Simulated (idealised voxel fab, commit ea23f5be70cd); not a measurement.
The name of this process module is voxel ribs on slabs.
Xsec cut, 240 nm wide, square cell size 5 nm.
Think of the cross-section as a grid of square cells. We describe it in bands, top to bottom, and each band covers one or more rows of those cells. This entry defines a band. It first specifies the height of the band's top and the height of its bottom in nm, and then specifies the band's materials from left to right, stating each material with its width in nm. The word "edge to edge" identifies a single material that fills the band from edge to edge, while the word "air" identifies empty space. The level at which height equals 0 is the one under which the wafer, as it arrives, is entirely one material. No lower edge exists for the bottom band, which continues downward and is notated as in "0 nm and below". Width: "30->40" (first number = top row, second number = bottom row, same change from row to row of cells). "no change" for a step: no cell of the cross-section changed in that step. In "Entrapped void list" the enclosed voids are listed, meaning empty spaces of 8 cells or larger without any opening to the top. The form is width x height at distance, distance from the left edge, units nm. Post-settings text on a step line: simulator's own remark regarding the step. overlay nm, on a step with a mask: how far to the right of its planned place the mask lay; to the left if negative.
Intended process steps:
1: RECEIVE | material Si
2: DIRECTIONAL_DEP | material SiO2 | thk nm 30
3: DIRECTIONAL_DEP | material SiN | thk nm 25
4: MASKED_ETCH | tone cover | mask id RIB | width nm 30 | etch materials SiN | depth nm 20 | overlay nm 0
5: PATTERN | tone cover | mask id SLAB | material resist | width nm 80 | thk nm 20 | overlay nm 0
6: DIRECTIONAL_ETCH | etch materials SiN | depth nm 5
7: STRIP | etch materials resist
8: FILL_DEP | material SiO2 | thk nm 20
9: CMP | height nm 65
10: DIRECTIONAL_DEP | material TiN | thk nm 5
11: MASKED_ETCH | tone cover | mask id HEATER | width nm 40 | etch materials TiN | depth nm 5 | overlay nm 0
12: CONFORMAL_DEP | material SiO2 | thk nm 10
as received, after step 1:
	0 nm and below: Si edge to edge
	Entrapped void list: none
End state of the module in cross-section, given the above starting point and plan and one mistake in execution:
	80 nm to 75 nm: 90 of air, 60 of SiO2, 90 of air
	75 nm to 70 nm: SiO2 edge to edge
	70 nm to 65 nm: 100 of SiO2, 40 of TiN, 100 of SiO2
	65 nm to 25 nm: SiO2 edge to edge
	25 nm to 0 nm: SiN edge to edge
	0 nm and below: Si edge to edge
	Entrapped void list: none
Want to know what went wrong? swap of plan steps 2 and 3 during execution
